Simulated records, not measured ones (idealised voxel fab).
process module | voxel transistor to metal
cross-section cut | 190 nm wide | cells 5 nm
A cross-section is a grid of square cells, given in bands from the top down. A band is one or more rows of cells.
Each band's line starts with the height of the band's top and of its bottom, in nm. Then come its materials from left to right, each with its width in nm. One material with "throughout" fills the band from edge to edge. "air" is empty space.
Height 0 is the level under which the wafer as received is all one material. The lowest band goes on downwards, as in "0 down".
A width such as "30 to 40" changes by the same amount from each row of cells to the next, from the band's top row to its bottom row.
"no change" after a step means that no cell of the cross-section changed.
closed voids: empty space of 8 cells or more with no open way to the top, each as width x height at its distance from the left edge, in nm
after a step's settings: what the simulator itself notes on the step
overlay nm, on a step with a mask: how far to the right of its planned place the mask lay; to the left if negative
plan
1 op RECEIVE | material Si
2 op OXIDIZE | depth nm 5
3 op CONFORMAL_DEP | material SiN | thk nm 15
4 op PATTERN | tone cover | mask id ACTIVE | material resist | width nm 115 | thk nm 15 | overlay nm 0
5 op DIRECTIONAL_ETCH | etch materials SiN | depth nm 15
6 op DIRECTIONAL_ETCH | etch materials SiO2 | depth nm 5
7 op DIRECTIONAL_ETCH | etch materials Si | depth nm 30
8 op STRIP | etch materials resist
9 op FILL_DEP | material SiO2 | thk nm 15
10 op CMP | height nm 15
11 op SELECTIVE_ETCH | etch materials SiO2 | depth nm 15
12 op STRIP | etch materials SiN
13 op SELECTIVE_ETCH | etch materials SiO2 | depth nm 5
14 op OXIDIZE | depth nm 5
15 op DIRECTIONAL_DEP | material polySi | thk nm 25
16 op DIRECTIONAL_DEP | material SiCN | thk nm 10
17 op DIRECTIONAL_DEP | material aC | thk nm 10
18 op PATTERN | tone cover | mask id GATE | material resist | width nm 25 | thk nm 30 | overlay nm 0
19 op DIRECTIONAL_ETCH | etch materials aC | depth nm 10
20 op STRIP | etch materials resist
21 op DIRECTIONAL_ETCH | etch materials SiCN | depth nm 20
22 op DIRECTIONAL_ETCH | etch materials polySi | depth nm 35
23 op STRIP | etch materials aC
24 op CONFORMAL_DEP | material SiO2 | thk nm 5
25 op DIRECTIONAL_ETCH | etch materials SiO2 | depth nm 5
26 op CONFORMAL_DEP | material SiN | thk nm 5
27 op DIRECTIONAL_ETCH | etch materials SiN | depth nm 5
28 op DIRECTIONAL_ETCH | etch materials SiO2 | depth nm 5
29 op DIRECTIONAL_ETCH | etch materials Si | depth nm 10
30 op EPI | material SiGe | thk nm 10
31 op FILL_DEP | material SiO2 | thk nm 5
32 op CMP | height nm 30
33 op DIRECTIONAL_DEP | material SiO2 | thk nm 15
34 op DIRECTIONAL_DEP | material aC | thk nm 15
35 op PATTERN | tone open | mask id CONTACT | material resist | width nm 30 | pitch nm 65 | thk nm 30 | overlay nm 0
36 op DIRECTIONAL_ETCH | etch materials aC | depth nm 15
37 op STRIP | etch materials resist
38 op DIRECTIONAL_ETCH | etch materials SiO2 | depth nm 55
39 op STRIP | etch materials aC
40 op CONFORMAL_DEP | material TiN | thk nm 5
41 op FILL_DEP | material Ru | thk nm 5
42 op CMP | height nm 45
43 op DIRECTIONAL_DEP | material TiN | thk nm 5
44 op DIRECTIONAL_DEP | material Ru | thk nm 25
45 op PATTERN | tone cover | mask id METAL_1 | material resist | width nm 20 | pitch nm 75 | thk nm 15 | overlay nm 0
46 op DIRECTIONAL_ETCH | etch materials Ru | depth nm 25
47 op DIRECTIONAL_ETCH | etch materials TiN | depth nm 5
48 op STRIP | etch materials resist
49 op FILL_DEP | material lowk | thk nm 10
50 op CMP | height nm 75
51 op CONFORMAL_DEP | material SiCN | thk nm 5
52 op DIRECTIONAL_DEP | material SiO2 | thk nm 25
53 op PATTERN | tone open | mask id METAL_2 | material resist | width nm 20 | pitch nm 75 | thk nm 20 | overlay nm 0
54 op DIRECTIONAL_ETCH | etch materials SiO2 | depth nm 15
55 op STRIP | etch materials resist
56 op DIRECTIONAL_DEP | material aC | thk nm 15
57 op PATTERN | tone open | mask id METAL_2_HOLES | material resist | width nm 15 | pitch nm 75 | thk nm 35 | overlay nm 0
58 op DIRECTIONAL_ETCH | etch materials aC | depth nm 15
59 op STRIP | etch materials resist
60 op DIRECTIONAL_ETCH | etch materials SiO2 | depth nm 10
61 op DIRECTIONAL_ETCH | etch materials SiCN | depth nm 5
62 op STRIP | etch materials aC
63 op CONFORMAL_DEP | material TiN | thk nm 5
64 op FILL_DEP | material Cu | thk nm 5
65 op CMP | height nm 105
66 op CONFORMAL_DEP | material SiCN | thk nm 5
first wafer, as planned
as received, after step 1
  0 down: Si throughout
  closed voids: none
after step 2
  0 to -5: SiO2 throughout
  below -5: unchanged
after step 3
  15 to 0: SiN throughout
  below 0: unchanged
after step 4
  30 to 15: air 35 | resist 115 | air 40
  below 15: unchanged
after step 5
  30 to 15: air 35 | resist 115 | air 40
  15 to 0: air 35 | SiN 115 | air 40
  below 0: unchanged
after step 6
  30 to 15: air 35 | resist 115 | air 40
  15 to 0: air 35 | SiN 115 | air 40
  0 to -5: air 35 | SiO2 115 | air 40
  below -5: unchanged
after step 7
  30 to 15: air 35 | resist 115 | air 40
  15 to 0: air 35 | SiN 115 | air 40
  0 to -5: air 35 | SiO2 115 | air 40
  -5 to -35: air 35 | Si 115 | air 40
  below -35: unchanged
after step 8
  15 to 0: air 35 | SiN 115 | air 40
  below 0: unchanged
after step 9
  30 to 15: SiO2 throughout
  15 to 0: SiO2 35 | SiN 115 | SiO2 40
  0 to -5: SiO2 throughout
  -5 to -35: SiO2 35 | Si 115 | SiO2 40
  below -35: unchanged
after step 10
  15 to 0: SiO2 35 | SiN 115 | SiO2 40
  below 0: unchanged
after step 11
  15 to 0: air 35 | SiN 115 | air 40
  below 0: unchanged
after step 12
  0 to -5: SiO2 throughout
  below -5: unchanged
after step 13
  -5 to -35: SiO2 35 | Si 115 | SiO2 40
  below -35: unchanged
after step 14
  -5 to -10: SiO2 throughout
  below -10: unchanged
after step 15
  20 to -5: polySi throughout
  below -5: unchanged
after step 16
  30 to 20: SiCN throughout
  below 20: unchanged
after step 17
  40 to 30: aC throughout
  below 30: unchanged
after step 18
  70 to 40: air 80 | resist 25 | air 85
  below 40: unchanged
after step 19
  60 to 40: air 80 | resist 25 | air 85
  40 to 30: air 80 | aC 25 | air 85
  below 30: unchanged
after step 20
  40 to 30: air 80 | aC 25 | air 85
  below 30: unchanged
after step 21
  40 to 30: air 80 | aC 25 | air 85
  30 to 20: air 80 | SiCN 25 | air 85
  below 20: unchanged
after step 22
  40 to 30: air 80 | aC 25 | air 85
  30 to 20: air 80 | SiCN 25 | air 85
  20 to -5: air 80 | polySi 25 | air 85
  below -5: unchanged
after step 23
  30 to 20: air 80 | SiCN 25 | air 85
  below 20: unchanged
after step 24
  35 to 30: air 75 | SiO2 35 | air 80
  30 to 20: air 75 | SiO2 5 | SiCN 25 | SiO2 5 | air 80
  20 to 0: air 75 | SiO2 5 | polySi 25 | SiO2 5 | air 80
  0 to -5: SiO2 80 | polySi 25 | SiO2 85
  below -5: unchanged
after step 25
  30 to 20: air 75 | SiO2 5 | SiCN 25 | SiO2 5 | air 80
  20 to -5: air 75 | SiO2 5 | polySi 25 | SiO2 5 | air 80
  below -5: unchanged
after step 26
  35 to 30: air 70 | SiN 45 | air 75
  30 to 20: air 70 | SiN 5 | SiO2 5 | SiCN 25 | SiO2 5 | SiN 5 | air 75
  20 to 0: air 70 | SiN 5 | SiO2 5 | polySi 25 | SiO2 5 | SiN 5 | air 75
  0 to -5: SiN 75 | SiO2 5 | polySi 25 | SiO2 5 | SiN 80
  below -5: unchanged
after step 27
  30 to 20: air 70 | SiN 5 | SiO2 5 | SiCN 25 | SiO2 5 | SiN 5 | air 75
  20 to -5: air 70 | SiN 5 | SiO2 5 | polySi 25 | SiO2 5 | SiN 5 | air 75
  below -5: unchanged
after step 28
  30 to 25: air 70 | SiN 5 | air 5 | SiCN 25 | air 5 | SiN 5 | air 75
  25 to 20: air 70 | SiN 5 | SiO2 5 | SiCN 25 | SiO2 5 | SiN 5 | air 75
  20 to -5: air 70 | SiN 5 | SiO2 5 | polySi 25 | SiO2 5 | SiN 5 | air 75
  -5 to -10: air 70 | SiO2 45 | air 75
  below -10: unchanged
after step 29
  30 to 25: air 70 | SiN 5 | air 5 | SiCN 25 | air 5 | SiN 5 | air 75
  25 to 20: air 70 | SiN 5 | SiO2 5 | SiCN 25 | SiO2 5 | SiN 5 | air 75
  20 to -5: air 70 | SiN 5 | SiO2 5 | polySi 25 | SiO2 5 | SiN 5 | air 75
  -5 to -10: air 70 | SiO2 45 | air 75
  -10 to -20: SiO2 35 | air 35 | Si 45 | air 35 | SiO2 40
  below -20: unchanged
after step 30
  30 to 25: air 70 | SiN 5 | air 5 | SiCN 25 | air 5 | SiN 5 | air 75
  25 to 20: air 70 | SiN 5 | SiO2 5 | SiCN 25 | SiO2 5 | SiN 5 | air 75
  20 to 0: air 70 | SiN 5 | SiO2 5 | polySi 25 | SiO2 5 | SiN 5 | air 75
  0 to -5: air 60 | SiGe 10 | SiN 5 | SiO2 5 | polySi 25 | SiO2 5 | SiN 5 | SiGe 10 | air 65
  -5 to -10: air 60 | SiGe 10 | SiO2 45 | SiGe 10 | air 65
  -10 to -20: SiO2 35 | SiGe 35 | Si 45 | SiGe 35 | SiO2 40
  below -20: unchanged
after step 31
  35 to 30: SiO2 throughout
  30 to 20: SiO2 70 | SiN 5 | SiO2 5 | SiCN 25 | SiO2 5 | SiN 5 | SiO2 75
  20 to 0: SiO2 70 | SiN 5 | SiO2 5 | polySi 25 | SiO2 5 | SiN 5 | SiO2 75
  0 to -5: SiO2 60 | SiGe 10 | SiN 5 | SiO2 5 | polySi 25 | SiO2 5 | SiN 5 | SiGe 10 | SiO2 65
  -5 to -10: SiO2 60 | SiGe 10 | SiO2 45 | SiGe 10 | SiO2 65
  below -10: unchanged
after step 32
  30 to 20: SiO2 70 | SiN 5 | SiO2 5 | SiCN 25 | SiO2 5 | SiN 5 | SiO2 75
  below 20: unchanged
after step 33
  45 to 30: SiO2 throughout
  below 30: unchanged
after step 34
  60 to 45: aC throughout
  below 45: unchanged
after step 35
  90 to 60: resist 45 | air 30 | resist 35 | air 30 | resist 50
  below 60: unchanged
after step 36
  75 to 60: resist 45 | air 30 | resist 35 | air 30 | resist 50
  60 to 45: aC 45 | air 30 | aC 35 | air 30 | aC 50
  below 45: unchanged
after step 37
  60 to 45: aC 45 | air 30 | aC 35 | air 30 | aC 50
  below 45: unchanged
after step 38
  60 to 45: aC 45 | air 30 | aC 35 | air 30 | aC 50
  45 to 30: SiO2 45 | air 30 | SiO2 35 | air 30 | SiO2 50
  30 to 20: SiO2 45 | air 25 | SiN 5 | SiO2 5 | SiCN 25 | SiO2 5 | SiN 5 | air 25 | SiO2 50
  20 to 0: SiO2 45 | air 25 | SiN 5 | SiO2 5 | polySi 25 | SiO2 5 | SiN 5 | air 25 | SiO2 50
  0 to -5: SiO2 45 | air 15 | SiGe 10 | SiN 5 | SiO2 5 | polySi 25 | SiO2 5 | SiN 5 | SiGe 10 | air 15 | SiO2 50
  -5 to -10: SiO2 45 | air 15 | SiGe 10 | SiO2 45 | SiGe 10 | air 15 | SiO2 50
  below -10: unchanged
after step 39
  45 to 30: SiO2 45 | air 30 | SiO2 35 | air 30 | SiO2 50
  below 30: unchanged
after step 40
  50 to 45: TiN 50 | air 20 | TiN 45 | air 20 | TiN 55
  45 to 35: SiO2 45 | TiN 5 | air 20 | TiN 5 | SiO2 35 | TiN 5 | air 20 | TiN 5 | SiO2 50
  35 to 30: SiO2 45 | TiN 5 | air 15 | TiN 10 | SiO2 35 | TiN 10 | air 15 | TiN 5 | SiO2 50
  30 to 20: SiO2 45 | TiN 5 | air 15 | TiN 5 | SiN 5 | SiO2 5 | SiCN 25 | SiO2 5 | SiN 5 | TiN 5 | air 15 | TiN 5 | SiO2 50
  20 to 5: SiO2 45 | TiN 5 | air 15 | TiN 5 | SiN 5 | SiO2 5 | polySi 25 | SiO2 5 | SiN 5 | TiN 5 | air 15 | TiN 5 | SiO2 50
  5 to 0: SiO2 45 | TiN 5 | air 5 | TiN 15 | SiN 5 | SiO2 5 | polySi 25 | SiO2 5 | SiN 5 | TiN 15 | air 5 | TiN 5 | SiO2 50
  0 to -5: SiO2 45 | TiN 5 | air 5 | TiN 5 | SiGe 10 | SiN 5 | SiO2 5 | polySi 25 | SiO2 5 | SiN 5 | SiGe 10 | TiN 5 | air 5 | TiN 5 | SiO2 50
  -5 to -10: SiO2 45 | TiN 15 | SiGe 10 | SiO2 45 | SiGe 10 | TiN 15 | SiO2 50
  below -10: unchanged
after step 41
  55 to 50: Ru throughout
  50 to 45: TiN 50 | Ru 20 | TiN 45 | Ru 20 | TiN 55
  45 to 35: SiO2 45 | TiN 5 | Ru 20 | TiN 5 | SiO2 35 | TiN 5 | Ru 20 | TiN 5 | SiO2 50
  35 to 30: SiO2 45 | TiN 5 | Ru 15 | TiN 10 | SiO2 35 | TiN 10 | Ru 15 | TiN 5 | SiO2 50
  30 to 20: SiO2 45 | TiN 5 | Ru 15 | TiN 5 | SiN 5 | SiO2 5 | SiCN 25 | SiO2 5 | SiN 5 | TiN 5 | Ru 15 | TiN 5 | SiO2 50
  20 to 5: SiO2 45 | TiN 5 | Ru 15 | TiN 5 | SiN 5 | SiO2 5 | polySi 25 | SiO2 5 | SiN 5 | TiN 5 | Ru 15 | TiN 5 | SiO2 50
  5 to 0: SiO2 45 | TiN 5 | Ru 5 | TiN 15 | SiN 5 | SiO2 5 | polySi 25 | SiO2 5 | SiN 5 | TiN 15 | Ru 5 | TiN 5 | SiO2 50
  0 to -5: SiO2 45 | TiN 5 | Ru 5 | TiN 5 | SiGe 10 | SiN 5 | SiO2 5 | polySi 25 | SiO2 5 | SiN 5 | SiGe 10 | TiN 5 | Ru 5 | TiN 5 | SiO2 50
  below -5: unchanged
after step 42
  45 to 35: SiO2 45 | TiN 5 | Ru 20 | TiN 5 | SiO2 35 | TiN 5 | Ru 20 | TiN 5 | SiO2 50
  below 35: unchanged
after step 43
  50 to 45: TiN throughout
  below 45: unchanged
after step 44
  75 to 50: Ru throughout
  below 50: unchanged
after step 45
  90 to 75: air 45 | resist 20 | air 55 | resist 20 | air 50
  below 75: unchanged
after step 46
  90 to 75: air 45 | resist 20 | air 55 | resist 20 | air 50
  75 to 50: air 45 | Ru 20 | air 55 | Ru 20 | air 50
  below 50: unchanged
after step 47
  90 to 75: air 45 | resist 20 | air 55 | resist 20 | air 50
  75 to 50: air 45 | Ru 20 | air 55 | Ru 20 | air 50
  50 to 45: air 45 | TiN 20 | air 55 | TiN 20 | air 50
  below 45: unchanged
after step 48
  75 to 50: air 45 | Ru 20 | air 55 | Ru 20 | air 50
  below 50: unchanged
after step 49
  85 to 75: lowk throughout
  75 to 50: lowk 45 | Ru 20 | lowk 55 | Ru 20 | lowk 50
  50 to 45: lowk 45 | TiN 20 | lowk 55 | TiN 20 | lowk 50
  below 45: unchanged
after step 50
  75 to 50: lowk 45 | Ru 20 | lowk 55 | Ru 20 | lowk 50
  below 50: unchanged
after step 51
  80 to 75: SiCN throughout
  below 75: unchanged
after step 52
  105 to 80: SiO2 throughout
  below 80: unchanged
after step 53
  125 to 105: resist 45 | air 20 | resist 55 | air 20 | resist 50
  below 105: unchanged
after step 54
  125 to 105: resist 45 | air 20 | resist 55 | air 20 | resist 50
  105 to 90: SiO2 45 | air 20 | SiO2 55 | air 20 | SiO2 50
  below 90: unchanged
after step 55
  105 to 90: SiO2 45 | air 20 | SiO2 55 | air 20 | SiO2 50
  below 90: unchanged
after step 56
  120 to 105: aC 45 | air 20 | aC 55 | air 20 | aC 50
  105 to 90: SiO2 45 | aC 20 | SiO2 55 | aC 20 | SiO2 50
  below 90: unchanged
after step 57
  155 to 120: resist 45 | air 15 | resist 60 | air 15 | resist 55
  120 to 105: aC 45 | air 15 | resist 5 | aC 55 | air 15 | resist 5 | aC 50
  below 105: unchanged
after step 58
  140 to 120: resist 45 | air 15 | resist 60 | air 15 | resist 55
  120 to 105: aC 45 | air 15 | resist 5 | aC 55 | air 15 | resist 5 | aC 50
  105 to 90: SiO2 45 | air 15 | aC 5 | SiO2 55 | air 15 | aC 5 | SiO2 50
  below 90: unchanged
after step 59
  120 to 105: aC 45 | air 20 | aC 55 | air 20 | aC 50
  below 105: unchanged
after step 60
  120 to 105: aC 45 | air 20 | aC 55 | air 20 | aC 50
  105 to 90: SiO2 45 | air 15 | aC 5 | SiO2 55 | air 15 | aC 5 | SiO2 50
  90 to 80: SiO2 45 | air 15 | SiO2 60 | air 15 | SiO2 55
  below 80: unchanged
after step 61
  120 to 105: aC 45 | air 20 | aC 55 | air 20 | aC 50
  105 to 90: SiO2 45 | air 15 | aC 5 | SiO2 55 | air 15 | aC 5 | SiO2 50
  90 to 80: SiO2 45 | air 15 | SiO2 60 | air 15 | SiO2 55
  80 to 75: SiCN 45 | air 15 | SiCN 60 | air 15 | SiCN 55
  below 75: unchanged
after step 62
  105 to 90: SiO2 45 | air 20 | SiO2 55 | air 20 | SiO2 50
  below 90: unchanged
after step 63
  110 to 105: TiN 50 | air 10 | TiN 65 | air 10 | TiN 55
  105 to 95: SiO2 45 | TiN 5 | air 10 | TiN 5 | SiO2 55 | TiN 5 | air 10 | TiN 5 | SiO2 50
  95 to 90: SiO2 45 | TiN 5 | air 5 | TiN 10 | SiO2 55 | TiN 5 | air 5 | TiN 10 | SiO2 50
  90 to 80: SiO2 45 | TiN 5 | air 5 | TiN 5 | SiO2 60 | TiN 5 | air 5 | TiN 5 | SiO2 55
  80 to 75: SiCN 45 | TiN 15 | SiCN 60 | TiN 15 | SiCN 55
  below 75: unchanged
after step 64
  115 to 110: Cu throughout
  110 to 105: TiN 50 | Cu 10 | TiN 65 | Cu 10 | TiN 55
  105 to 95: SiO2 45 | TiN 5 | Cu 10 | TiN 5 | SiO2 55 | TiN 5 | Cu 10 | TiN 5 | SiO2 50
  95 to 90: SiO2 45 | TiN 5 | Cu 5 | TiN 10 | SiO2 55 | TiN 5 | Cu 5 | TiN 10 | SiO2 50
  90 to 80: SiO2 45 | TiN 5 | Cu 5 | TiN 5 | SiO2 60 | TiN 5 | Cu 5 | TiN 5 | SiO2 55
  below 80: unchanged
after step 65
  105 to 95: SiO2 45 | TiN 5 | Cu 10 | TiN 5 | SiO2 55 | TiN 5 | Cu 10 | TiN 5 | SiO2 50
  below 95: unchanged
after step 66
  110 to 105: SiCN throughout
  below 105: unchanged
second wafer: like start, like plan, one mistake. Through step 25 it matches the first wafer
when step 26 should have ended: no change
when step 27 should have ended: no change
when step 28 should have ended
  30 to 25: air 80 | SiCN 25 | air 85
  25 to 20: air 75 | SiO2 5 | SiCN 25 | SiO2 5 | air 80
  20 to -5: air 75 | SiO2 5 | polySi 25 | SiO2 5 | air 80
  -5 to -10: air 75 | SiO2 35 | air 80
  below -10: unchanged
when step 29 should have ended
  30 to 25: air 80 | SiCN 25 | air 85
  25 to 20: air 75 | SiO2 5 | SiCN 25 | SiO2 5 | air 80
  20 to -5: air 75 | SiO2 5 | polySi 25 | SiO2 5 | air 80
  -5 to -10: air 75 | SiO2 35 | air 80
  -10 to -20: SiO2 35 | air 40 | Si 35 | air 40 | SiO2 40
  below -20: unchanged
when step 30 should have ended
  30 to 25: air 80 | SiCN 25 | air 85
  25 to 20: air 75 | SiO2 5 | SiCN 25 | SiO2 5 | air 80
  20 to 0: air 75 | SiO2 5 | polySi 25 | SiO2 5 | air 80
  0 to -5: air 65 | SiGe 10 | SiO2 5 | polySi 25 | SiO2 5 | SiGe 10 | air 70
  -5 to -10: air 65 | SiGe 10 | SiO2 35 | SiGe 10 | air 70
  -10 to -20: SiO2 35 | SiGe 40 | Si 35 | SiGe 40 | SiO2 40
  below -20: unchanged
when step 31 should have ended
  35 to 30: SiO2 throughout
  30 to 20: SiO2 80 | SiCN 25 | SiO2 85
  20 to 0: SiO2 80 | polySi 25 | SiO2 85
  0 to -5: SiO2 65 | SiGe 10 | SiO2 5 | polySi 25 | SiO2 5 | SiGe 10 | SiO2 70
  -5 to -10: SiO2 65 | SiGe 10 | SiO2 35 | SiGe 10 | SiO2 70
  below -10: unchanged
when step 32 should have ended
  30 to 20: SiO2 80 | SiCN 25 | SiO2 85
  below 20: unchanged
when step 33 should have ended
  45 to 30: SiO2 throughout
  below 30: unchanged
when step 34 should have ended
  60 to 45: aC throughout
  below 45: unchanged
when step 35 should have ended
  90 to 60: resist 45 | air 30 | resist 35 | air 30 | resist 50
  below 60: unchanged
when step 36 should have ended
  75 to 60: resist 45 | air 30 | resist 35 | air 30 | resist 50
  60 to 45: aC 45 | air 30 | aC 35 | air 30 | aC 50
  below 45: unchanged
when step 37 should have ended
  60 to 45: aC 45 | air 30 | aC 35 | air 30 | aC 50
  below 45: unchanged
when step 38 should have ended
  60 to 45: aC 45 | air 30 | aC 35 | air 30 | aC 50
  45 to 30: SiO2 45 | air 30 | SiO2 35 | air 30 | SiO2 50
  30 to 20: SiO2 45 | air 30 | SiO2 5 | SiCN 25 | SiO2 5 | air 30 | SiO2 50
  20 to 0: SiO2 45 | air 30 | SiO2 5 | polySi 25 | SiO2 5 | air 30 | SiO2 50
  0 to -5: SiO2 45 | air 20 | SiGe 10 | SiO2 5 | polySi 25 | SiO2 5 | SiGe 10 | air 20 | SiO2 50
  -5 to -10: SiO2 45 | air 20 | SiGe 10 | SiO2 35 | SiGe 10 | air 20 | SiO2 50
  below -10: unchanged
when step 39 should have ended
  45 to 30: SiO2 45 | air 30 | SiO2 35 | air 30 | SiO2 50
  below 30: unchanged
when step 40 should have ended
  50 to 45: TiN 50 | air 20 | TiN 45 | air 20 | TiN 55
  45 to 30: SiO2 45 | TiN 5 | air 20 | TiN 5 | SiO2 35 | TiN 5 | air 20 | TiN 5 | SiO2 50
  30 to 20: SiO2 45 | TiN 5 | air 20 | TiN 5 | SiO2 5 | SiCN 25 | SiO2 5 | TiN 5 | air 20 | TiN 5 | SiO2 50
  20 to 5: SiO2 45 | TiN 5 | air 20 | TiN 5 | SiO2 5 | polySi 25 | SiO2 5 | TiN 5 | air 20 | TiN 5 | SiO2 50
  5 to 0: SiO2 45 | TiN 5 | air 10 | TiN 15 | SiO2 5 | polySi 25 | SiO2 5 | TiN 15 | air 10 | TiN 5 | SiO2 50
  0 to -5: SiO2 45 | TiN 5 | air 10 | TiN 5 | SiGe 10 | SiO2 5 | polySi 25 | SiO2 5 | SiGe 10 | TiN 5 | air 10 | TiN 5 | SiO2 50
  -5 to -10: SiO2 45 | TiN 20 | SiGe 10 | SiO2 35 | SiGe 10 | TiN 20 | SiO2 50
  below -10: unchanged
when step 41 should have ended
  55 to 50: Ru throughout
  50 to 45: TiN 50 | Ru 20 | TiN 45 | Ru 20 | TiN 55
  45 to 30: SiO2 45 | TiN 5 | Ru 20 | TiN 5 | SiO2 35 | TiN 5 | Ru 20 | TiN 5 | SiO2 50
  30 to 20: SiO2 45 | TiN 5 | Ru 20 | TiN 5 | SiO2 5 | SiCN 25 | SiO2 5 | TiN 5 | Ru 20 | TiN 5 | SiO2 50
  20 to 5: SiO2 45 | TiN 5 | Ru 20 | TiN 5 | SiO2 5 | polySi 25 | SiO2 5 | TiN 5 | Ru 20 | TiN 5 | SiO2 50
  5 to 0: SiO2 45 | TiN 5 | Ru 10 | TiN 15 | SiO2 5 | polySi 25 | SiO2 5 | TiN 15 | Ru 10 | TiN 5 | SiO2 50
  0 to -5: SiO2 45 | TiN 5 | Ru 10 | TiN 5 | SiGe 10 | SiO2 5 | polySi 25 | SiO2 5 | SiGe 10 | TiN 5 | Ru 10 | TiN 5 | SiO2 50
  below -5: unchanged
when step 42 should have ended
  45 to 30: SiO2 45 | TiN 5 | Ru 20 | TiN 5 | SiO2 35 | TiN 5 | Ru 20 | TiN 5 | SiO2 50
  below 30: unchanged
when step 43 should have ended
  50 to 45: TiN throughout
  below 45: unchanged
when step 44 should have ended
  75 to 50: Ru throughout
  below 50: unchanged
when step 45 should have ended
  90 to 75: air 45 | resist 20 | air 55 | resist 20 | air 50
  below 75: unchanged
when step 46 should have ended
  90 to 75: air 45 | resist 20 | air 55 | resist 20 | air 50
  75 to 50: air 45 | Ru 20 | air 55 | Ru 20 | air 50
  below 50: unchanged
when step 47 should have ended
  90 to 75: air 45 | resist 20 | air 55 | resist 20 | air 50
  75 to 50: air 45 | Ru 20 | air 55 | Ru 20 | air 50
  50 to 45: air 45 | TiN 20 | air 55 | TiN 20 | air 50
  below 45: unchanged
when step 48 should have ended
  75 to 50: air 45 | Ru 20 | air 55 | Ru 20 | air 50
  below 50: unchanged
when step 49 should have ended
  85 to 75: lowk throughout
  75 to 50: lowk 45 | Ru 20 | lowk 55 | Ru 20 | lowk 50
  50 to 45: lowk 45 | TiN 20 | lowk 55 | TiN 20 | lowk 50
  below 45: unchanged
when step 50 should have ended
  75 to 50: lowk 45 | Ru 20 | lowk 55 | Ru 20 | lowk 50
  below 50: unchanged
when step 51 should have ended
  80 to 75: SiCN throughout
  below 75: unchanged
when step 52 should have ended
  105 to 80: SiO2 throughout
  below 80: unchanged
when step 53 should have ended
  125 to 105: resist 45 | air 20 | resist 55 | air 20 | resist 50
  below 105: unchanged
when step 54 should have ended
  125 to 105: resist 45 | air 20 | resist 55 | air 20 | resist 50
  105 to 90: SiO2 45 | air 20 | SiO2 55 | air 20 | SiO2 50
  below 90: unchanged
when step 55 should have ended
  105 to 90: SiO2 45 | air 20 | SiO2 55 | air 20 | SiO2 50
  below 90: unchanged
when step 56 should have ended
  120 to 105: aC 45 | air 20 | aC 55 | air 20 | aC 50
  105 to 90: SiO2 45 | aC 20 | SiO2 55 | aC 20 | SiO2 50
  below 90: unchanged
when step 57 should have ended
  155 to 120: resist 45 | air 15 | resist 60 | air 15 | resist 55
  120 to 105: aC 45 | air 15 | resist 5 | aC 55 | air 15 | resist 5 | aC 50
  below 105: unchanged
when step 58 should have ended
  140 to 120: resist 45 | air 15 | resist 60 | air 15 | resist 55
  120 to 105: aC 45 | air 15 | resist 5 | aC 55 | air 15 | resist 5 | aC 50
  105 to 90: SiO2 45 | air 15 | aC 5 | SiO2 55 | air 15 | aC 5 | SiO2 50
  below 90: unchanged
when step 59 should have ended
  120 to 105: aC 45 | air 20 | aC 55 | air 20 | aC 50
  below 105: unchanged
when step 60 should have ended
  120 to 105: aC 45 | air 20 | aC 55 | air 20 | aC 50
  105 to 90: SiO2 45 | air 15 | aC 5 | SiO2 55 | air 15 | aC 5 | SiO2 50
  90 to 80: SiO2 45 | air 15 | SiO2 60 | air 15 | SiO2 55
  below 80: unchanged
when step 61 should have ended
  120 to 105: aC 45 | air 20 | aC 55 | air 20 | aC 50
  105 to 90: SiO2 45 | air 15 | aC 5 | SiO2 55 | air 15 | aC 5 | SiO2 50
  90 to 80: SiO2 45 | air 15 | SiO2 60 | air 15 | SiO2 55
  80 to 75: SiCN 45 | air 15 | SiCN 60 | air 15 | SiCN 55
  below 75: unchanged
when step 62 should have ended
  105 to 90: SiO2 45 | air 20 | SiO2 55 | air 20 | SiO2 50
  below 90: unchanged
when step 63 should have ended
  110 to 105: TiN 50 | air 10 | TiN 65 | air 10 | TiN 55
  105 to 95: SiO2 45 | TiN 5 | air 10 | TiN 5 | SiO2 55 | TiN 5 | air 10 | TiN 5 | SiO2 50
  95 to 90: SiO2 45 | TiN 5 | air 5 | TiN 10 | SiO2 55 | TiN 5 | air 5 | TiN 10 | SiO2 50
  90 to 80: SiO2 45 | TiN 5 | air 5 | TiN 5 | SiO2 60 | TiN 5 | air 5 | TiN 5 | SiO2 55
  80 to 75: SiCN 45 | TiN 15 | SiCN 60 | TiN 15 | SiCN 55
  below 75: unchanged
when step 64 should have ended
  115 to 110: Cu throughout
  110 to 105: TiN 50 | Cu 10 | TiN 65 | Cu 10 | TiN 55
  105 to 95: SiO2 45 | TiN 5 | Cu 10 | TiN 5 | SiO2 55 | TiN 5 | Cu 10 | TiN 5 | SiO2 50
  95 to 90: SiO2 45 | TiN 5 | Cu 5 | TiN 10 | SiO2 55 | TiN 5 | Cu 5 | TiN 10 | SiO2 50
  90 to 80: SiO2 45 | TiN 5 | Cu 5 | TiN 5 | SiO2 60 | TiN 5 | Cu 5 | TiN 5 | SiO2 55
  below 80: unchanged
when step 65 should have ended
  105 to 95: SiO2 45 | TiN 5 | Cu 10 | TiN 5 | SiO2 55 | TiN 5 | Cu 10 | TiN 5 | SiO2 50
  below 95: unchanged
when step 66 should have ended
  110 to 105: SiCN throughout
  below 105: unchanged
what went wrong: step 26 was left out
at the end the second wafer has, in cells: 16 more of Ru | 4 fewer of Si | 4 more of SiGe | 14 fewer of SiN | 2 fewer of SiO2
